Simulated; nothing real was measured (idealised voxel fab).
process module | voxel local oxidation
cross-section cut | 230 nm wide | cells 5 nm
A cross-section is a grid of square cells, given in bands from the top down. A band is one or more rows of cells.
Each band's line starts with the height of the band's top and of its bottom, in nm. Then come its materials from left to right, each with its width in nm. One material with "throughout" fills the band from edge to edge. "air" is empty space.
Height 0 is the level under which the wafer as received is all one material. The lowest band goes on downwards, as in "0 down".
A width such as "30 to 40" changes by the same amount from each row of cells to the next, from the band's top row to its bottom row.
"no change" after a step means that no cell of the cross-section changed.
closed voids: empty space of 8 cells or more with no open way to the top, each as width x height at its distance from the left edge, in nm
after a step's settings: what the simulator itself notes on the step
overlay nm, on a step with a mask: how far to the right of its planned place the mask lay; to the left if negative
plan
1 op RECEIVE | material Si
2 op CONFORMAL_DEP | material SiO2 | thk nm 5
3 op CONFORMAL_DEP | material SiN | thk nm 15
4 op PATTERN | tone cover | mask id ACTIVE | material resist | width nm 90 | thk nm 15 | overlay nm 0
5 op DIRECTIONAL_ETCH | etch materials SiN | depth nm 5
6 op STRIP | etch materials resist
7 op SELECTIVE_ETCH | etch materials SiO2 | depth nm 5
8 op OXIDIZE | depth nm 10
9 op STRIP | etch materials SiN
varied across the wafers: depth nm of step 5. The plan shows the first wafer's value. All wafers start alike
first wafer as received, after step 1
  0 down: Si throughout
  closed voids: none
each wafer at the end: cells of each material gained (+) or lost (-) since it was received, then its closed voids
depth nm 5 | +46 SiO2 | closed voids: none
depth nm 10 | +46 SiO2 | closed voids: none
depth nm 15 | -68 Si | +84 SiO2 | closed voids: none
depth nm 20 | -68 Si | +84 SiO2 | closed voids: none
depth nm 25 | -68 Si | +84 SiO2 | closed voids: none
depth nm 30 | -68 Si | +84 SiO2 | closed voids: none
